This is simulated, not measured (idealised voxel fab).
The process module presented herein is designated voxel trench capacitor.
Square cells of 5 nm make up the cross-section cut, whose width is 200 nm.
A cross-section is written here as square cells arranged in a grid, and it is given in bands from the top down, each band taking up one or more rows of cells. Quick guide to a band line: top height, bottom height (nm) up front; then every material left to right with its width in nm. Only one material and it's marked "full width"? Then it fills the band edge to edge. And "blank" just means empty space. Beneath 0, the wafer as received is one material, and that level is where height counting begins. The lowest band goes on downward without a bottom; it is written like "0 down". Quick explanation for "30..40": the width changes in equal steps down the rows of cells, from the first number in the band's top row to the second number in its bottom row. The designation "stayed the same", where it is given for a processing step, indicates that no cell of the cross-section was altered in the course of that step. Voids not open to the top, 8 cells minimum: see "Enclosed voids". Written width x height at distance; distance is from the left edge; nm. Past the settings on a step's line: simulator remark, on that step. overlay nm: how far to the right of its planned place the mask lay on this masked step (negative: to the left).

LIST OF PLANNED PROCESS STEPS
1) RECEIVE,material Si
2) CONFORMAL_DEP,material SiN,thk nm 10
3) DIRECTIONAL_DEP,material aC,thk nm 10
4) PATTERN,tone open,mask id TRENCH,material resist,width nm 25,pitch nm 45,thk nm 30,overlay nm 0
5) DIRECTIONAL_ETCH,etch materials aC,depth nm 10
6) STRIP,etch materials resist
7) DIRECTIONAL_ETCH,etch materials SiN,depth nm 10
8) DIRECTIONAL_ETCH,etch materials Si,depth nm 35
9) STRIP,etch materials aC
10) CONFORMAL_DEP,material SiO2,thk nm 5
11) FILL_DEP,material polySi,thk nm 10
12) CMP,height nm 10

WAFER AT RECEIPT (POST STEP 1), CROSS-SECTION
- 0 down | Si full width
- Enclosed voids: none

FIRST OF TWO WAFERS AT THE END OF THE MODULE, SHOWN IN CROSS-SECTION; RUN CARRIED OUT AS PLANNED
- 10 to 0 | 20 of SiN, then 5 of SiO2, then 15 of polySi, then 5 of SiO2, then 20 of SiN, then 5 of SiO2, then 15 of polySi, then 5 of SiO2, then 20 of SiN, then 5 of SiO2, then 15 of polySi, then 5 of SiO2, then 20 of SiN, then 5 of SiO2, then 15 of polySi, then 5 of SiO2, then 20 of SiN
- 0 to -30 | 20 of Si, then 5 of SiO2, then 15 of polySi, then 5 of SiO2, then 20 of Si, then 5 of SiO2, then 15 of polySi, then 5 of SiO2, then 20 of Si, then 5 of SiO2, then 15 of polySi, then 5 of SiO2, then 20 of Si, then 5 of SiO2, then 15 of polySi, then 5 of SiO2, then 20 of Si
- -30 to -35 | 20 of Si, then 25 of SiO2, then 20 of Si, then 25 of SiO2, then 20 of Si, then 25 of SiO2, then 20 of Si, then 25 of SiO2, then 20 of Si
- -35 down | Si full width
- Enclosed voids: none

NOW THE SECOND WAFER, CROSS-SECTIONED AT THE END OF THE MODULE. NOTHING DIFFERENT AT THE START, NOTHING DIFFERENT IN THE PLAN COMPARED WITH THE FIRST, JUST ONE MISTAKE WHEN IT WAS ACTUALLY RUN
- 10 to 0 | 20 of SiN, then 5 of SiO2, then 15 of aC, then 5 of SiO2, then 20 of SiN, then 5 of SiO2, then 15 of aC, then 5 of SiO2, then 20 of SiN, then 5 of SiO2, then 15 of aC, then 5 of SiO2, then 20 of SiN, then 5 of SiO2, then 15 of aC, then 5 of SiO2, then 20 of SiN
- 0 to -30 | 20 of Si, then 5 of SiO2, then 15 of aC, then 5 of SiO2, then 20 of Si, then 5 of SiO2, then 15 of aC, then 5 of SiO2, then 20 of Si, then 5 of SiO2, then 15 of aC, then 5 of SiO2, then 20 of Si, then 5 of SiO2, then 15 of aC, then 5 of SiO2, then 20 of Si
- -30 to -35 | 20 of Si, then 25 of SiO2, then 20 of Si, then 25 of SiO2, then 20 of Si, then 25 of SiO2, then 20 of Si, then 25 of SiO2, then 20 of Si
- -35 down | Si full width
- Enclosed voids: none
Want to know what went wrong? step 11 ran with different settings than intended, the actual operation and settings being FILL_DEP,material aC,thk nm 10
Materials where the second wafer ends with more or fewer cells than the first: +96 aC, -96 polySi
